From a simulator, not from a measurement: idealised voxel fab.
You're looking at the process module voxel gate over fins.
We display cut, a cross-section 280 nm in width whose square cells are each 5 nm.
Think of the cross-section as a grid of square cells. We describe it in bands, top to bottom, and each band covers one or more rows of those cells. Band: top height; bottom height; in nm. Then, left to right: material with width in nm, for each material. "throughout": a single material spanning edge to edge. "air": empty space. Heights are measured from 0, the level below which the as-received wafer is all one material; the lowest band has no bottom and continues downward, written as in "0..down". A width given as "30 to 40" starts at the first number in the band's top row and ends at the second number in its bottom row, shifting by an equal amount at every step from row to row. "no change occurred" (step): cross-section cells unchanged, all of them. The entry "closed voids" lists the empty spaces that cover at least 8 cells and have no open path to the top. Each is written as width x height at distance, where the distance is measured from the left edge and all three values are in nm. Anything after a step's settings on that line? It's the simulator's own note about the step. When a step includes a mask, the "overlay nm" setting on its line states how far to the right of its planned place that mask lay, and negative values state how far to the left.

[Steps in the process plan]
1,RECEIVE [material Si]
2,CONFORMAL_DEP [material SiN] [thk nm 5]
3,DIRECTIONAL_DEP [material aC] [thk nm 10]
4,PATTERN [tone cover] [mask id FINS] [material resist] [width nm 15] [pitch nm 45] [thk nm 25] [overlay nm -15]
5,DIRECTIONAL_ETCH [etch materials aC] [depth nm 10]
6,STRIP [etch materials resist]
7,DIRECTIONAL_ETCH [etch materials SiN] [depth nm 5]
8,DIRECTIONAL_ETCH [etch materials Si] [depth nm 30]
9,STRIP [etch materials aC]
10,FILL_DEP [material SiO2] [thk nm 10]
11,CMP [height nm 5]
12,SELECTIVE_ETCH [etch materials SiO2] [depth nm 20]
13,STRIP [etch materials SiN]
14,CONFORMAL_DEP [material HfO2] [thk nm 5]
15,CONFORMAL_DEP [material TiN] [thk nm 5]
16,CONFORMAL_DEP [material TiAl] [thk nm 5]
17,CONFORMAL_DEP [material TiN] [thk nm 5]
18,FILL_DEP [material W] [thk nm 10]
19,CMP [height nm 25]
20,CONFORMAL_DEP [material SiCN] [thk nm 10]
For clarity, it should be stated that the wafers under discussion commence in an identical condition and differ with respect to the overlay nm of step 4, the plan indicating the value that the first wafer had.

[Sectional view: first of several wafers, as received, after step 1]
	0..down: Si throughout
	closed voids: none

[Where each wafer stands at the end of the module, a row apiece: cells of each material gained (+) or lost (-) since it was received, then closed voids]
overlay nm -15, +80 HfO2, -264 Si, +112 SiCN, +132 SiO2, +80 TiAl, +142 TiN, +110 W, closed voids: none
overlay nm -10, +80 HfO2, -264 Si, +112 SiCN, +132 SiO2, +80 TiAl, +142 TiN, +110 W, closed voids: none
overlay nm -5, +80 HfO2, -264 Si, +112 SiCN, +132 SiO2, +80 TiAl, +142 TiN, +110 W, closed voids: none
overlay nm 0, +80 HfO2, -264 Si, +112 SiCN, +132 SiO2, +80 TiAl, +142 TiN, +110 W, closed voids: none
overlay nm 5, +80 HfO2, -264 Si, +112 SiCN, +132 SiO2, +80 TiAl, +142 TiN, +110 W, closed voids: none
overlay nm 10, +80 HfO2, -264 Si, +112 SiCN, +132 SiO2, +80 TiAl, +142 TiN, +110 W, closed voids: none
overlay nm 15, +80 HfO2, -264 Si, +112 SiCN, +132 SiO2, +80 TiAl, +142 TiN, +110 W, closed voids: none
